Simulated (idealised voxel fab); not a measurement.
A process module follows: voxel gate over fins.
The width of the displayed cross-section, cut, is 255 nm; its cells are square, with a size of 5 nm.
Bands, listed from the top down, are how a cross-section gets written in this document; the cross-section itself is a grid of square cells, and a band is one or more rows of them.
Quick guide to a band line: top height, bottom height (nm) up front; then every material left to right with its width in nm. Only one material and it's marked "everywhere"? Then it fills the band edge to edge. And "blank" just means empty space.
The level at which height equals 0 is the one under which the wafer, as it arrives, is entirely one material. No lower edge exists for the bottom band, which continues downward and is notated as in "0 nm and below".
You'd read "30 to 40" like this: the band's top row of cells is as wide as the first number, its bottom row is as wide as the second, and going down, every row changes width by the same amount as the row before did.
Reading "no change" for a step: not a cell of the cross-section changed in it.
In "Entrapped void list" the enclosed voids are listed, meaning empty spaces of 8 cells or larger without any opening to the top. The form is width x height at distance, distance from the left edge, units nm.
Heads up: the bit after the settings on a step's line is the simulator's remark on that step.
"overlay nm" answers the question of how far to the right of plan the mask lay on a step that has a mask, and when it is negative the answer is to the left.

# List of planned process steps
1,RECEIVE with material Si
2,CONFORMAL_DEP with material SiN, thk nm 5
3,DIRECTIONAL_DEP with material aC, thk nm 15
4,PATTERN with tone cover, mask id FINS, material resist, width nm 15, pitch nm 50, thk nm 30, overlay nm 0
5,DIRECTIONAL_ETCH with etch materials aC, depth nm 15
6,STRIP with etch materials resist
7,DIRECTIONAL_ETCH with etch materials SiN, depth nm 5
8,DIRECTIONAL_ETCH with etch materials Si, depth nm 40
9,STRIP with etch materials aC
10,OXIDIZE with depth nm 5
11,FILL_DEP with material SiO2, thk nm 15
12,CMP with height nm 5
13,PATTERN with tone open, mask id RAIL, material resist, width nm 15, thk nm 15, overlay nm -15
14,DIRECTIONAL_ETCH with etch materials SiO2, depth nm 40
15,STRIP with etch materials resist
16,CONFORMAL_DEP with material TiN, thk nm 5
17,FILL_DEP with material Ru, thk nm 10
18,CMP with height nm 5
19,SELECTIVE_ETCH with etch materials W Ru TiN, depth nm 25
20,FILL_DEP with material SiO2, thk nm 5
21,CMP with height nm 5
22,SELECTIVE_ETCH with etch materials SiO2, depth nm 15
23,STRIP with etch materials SiN
24,CONFORMAL_DEP with material HfO2, thk nm 5
25,CONFORMAL_DEP with material TiN, thk nm 5
26,CONFORMAL_DEP with material TiAl, thk nm 5
27,CONFORMAL_DEP with material TiN, thk nm 5
28,FILL_DEP with material W, thk nm 10
29,CMP with height nm 25
30,CONFORMAL_DEP with material SiN, thk nm 5
For clarity, it should be stated that the wafers under discussion commence in an identical condition and differ with respect to the overlay nm of step 13, the plan indicating the value that the first wafer had.

# First of several wafers, received after step 1, in cross-section
	0 nm and below: Si everywhere
	Entrapped void list: none

# Wafer cross-section (first of several) - module end, post step 30 (last step)
	30 nm to 25 nm: SiN everywhere
	25 nm to 20 nm: W everywhere
	20 nm to 15 nm: 55 W, then 45 TiN, then 5 W, then 45 TiN, then 5 W, then 45 TiN, then 55 W
	15 nm to 10 nm: 55 W, then 5 TiN, then 35 TiAl, then 5 TiN, then 5 W, then 5 TiN, then 35 TiAl, then 5 TiN, then 5 W, then 5 TiN, then 35 TiAl, then 5 TiN, then 55 W
	10 nm to 5 nm: 60 TiN, then 5 TiAl, then 25 TiN, then 5 TiAl, then 15 TiN, then 5 TiAl, then 25 TiN, then 5 TiAl, then 15 TiN, then 5 TiAl, then 25 TiN, then 5 TiAl, then 60 TiN
	5 nm to 0 nm: 65 TiAl, then 5 TiN, then 15 HfO2, then 5 TiN, then 25 TiAl, then 5 TiN, then 15 HfO2, then 5 TiN, then 25 TiAl, then 5 TiN, then 15 HfO2, then 5 TiN, then 65 TiAl
	0 nm to -5 nm: 70 TiN, then 5 HfO2, then 5 Si, then 5 HfO2, then 35 TiN, then 5 HfO2, then 5 Si, then 5 HfO2, then 35 TiN, then 5 HfO2, then 5 Si, then 5 HfO2, then 70 TiN
	-5 nm to -10 nm: 75 HfO2, then 5 Si, then 45 HfO2, then 5 Si, then 45 HfO2, then 5 Si, then 75 HfO2
	-10 nm to -20 nm: 75 SiO2, then 5 Si, then 45 SiO2, then 5 Si, then 45 SiO2, then 5 Si, then 75 SiO2
	-20 nm to -35 nm: 75 SiO2, then 5 Si, then 5 SiO2, then 10 TiN, then 30 SiO2, then 5 Si, then 45 SiO2, then 5 Si, then 75 SiO2
	-35 nm to -45 nm: 75 SiO2, then 5 Si, then 45 SiO2, then 5 Si, then 45 SiO2, then 5 Si, then 75 SiO2
	-45 nm and below: Si everywhere
	Entrapped void list: none

# X-section, last wafer, module end
	30 nm to 25 nm: SiN everywhere
	25 nm to 20 nm: W everywhere
	20 nm to 15 nm: 55 W, then 45 TiN, then 5 W, then 45 TiN, then 5 W, then 45 TiN, then 55 W
	15 nm to 10 nm: 55 W, then 5 TiN, then 35 TiAl, then 5 TiN, then 5 W, then 5 TiN, then 35 TiAl, then 5 TiN, then 5 W, then 5 TiN, then 35 TiAl, then 5 TiN, then 55 W
	10 nm to 5 nm: 60 TiN, then 5 TiAl, then 25 TiN, then 5 TiAl, then 15 TiN, then 5 TiAl, then 25 TiN, then 5 TiAl, then 15 TiN, then 5 TiAl, then 25 TiN, then 5 TiAl, then 60 TiN
	5 nm to 0 nm: 65 TiAl, then 5 TiN, then 15 HfO2, then 5 TiN, then 25 TiAl, then 5 TiN, then 15 HfO2, then 5 TiN, then 25 TiAl, then 5 TiN, then 15 HfO2, then 5 TiN, then 65 TiAl
	0 nm to -5 nm: 70 TiN, then 5 HfO2, then 5 Si, then 5 HfO2, then 35 TiN, then 5 HfO2, then 5 Si, then 5 HfO2, then 35 TiN, then 5 HfO2, then 5 Si, then 5 HfO2, then 70 TiN
	-5 nm to -10 nm: 75 HfO2, then 5 Si, then 45 HfO2, then 5 Si, then 45 HfO2, then 5 Si, then 75 HfO2
	-10 nm to -20 nm: 75 SiO2, then 5 Si, then 45 SiO2, then 5 Si, then 45 SiO2, then 5 Si, then 75 SiO2
	-20 nm to -35 nm: 75 SiO2, then 5 Si, then 30 SiO2, then 10 TiN, then 5 SiO2, then 5 Si, then 45 SiO2, then 5 Si, then 75 SiO2
	-35 nm to -45 nm: 75 SiO2, then 5 Si, then 45 SiO2, then 5 Si, then 45 SiO2, then 5 Si, then 75 SiO2
	-45 nm and below: Si everywhere
	Entrapped void list: none

# Below, a row for every wafer. Read it as the end-of-module picture: for each material the wafer shows its cells gained (+) or lost (-) since it was received, and then its closed voids
overlay nm -15, +63 HfO2, -432 Si, +51 SiN, +330 SiO2, +63 TiAl, +132 TiN, +99 W, Entrapped void list: none
overlay nm -10, +63 HfO2, +2 Ru, -432 Si, +51 SiN, +327 SiO2, +63 TiAl, +133 TiN, +99 W, Entrapped void list: none
overlay nm -5, +63 HfO2, +2 Ru, -432 Si, +51 SiN, +327 SiO2, +63 TiAl, +133 TiN, +99 W, Entrapped void list: none
overlay nm 0, +63 HfO2, +2 Ru, -432 Si, +51 SiN, +327 SiO2, +63 TiAl, +133 TiN, +99 W, Entrapped void list: none
overlay nm 5, +63 HfO2, +2 Ru, -432 Si, +51 SiN, +327 SiO2, +63 TiAl, +133 TiN, +99 W, Entrapped void list: none
overlay nm 10, +63 HfO2, +2 Ru, -432 Si, +51 SiN, +327 SiO2, +63 TiAl, +133 TiN, +99 W, Entrapped void list: none
overlay nm 15, +63 HfO2, -432 Si, +51 SiN, +330 SiO2, +63 TiAl, +132 TiN, +99 W, Entrapped void list: none
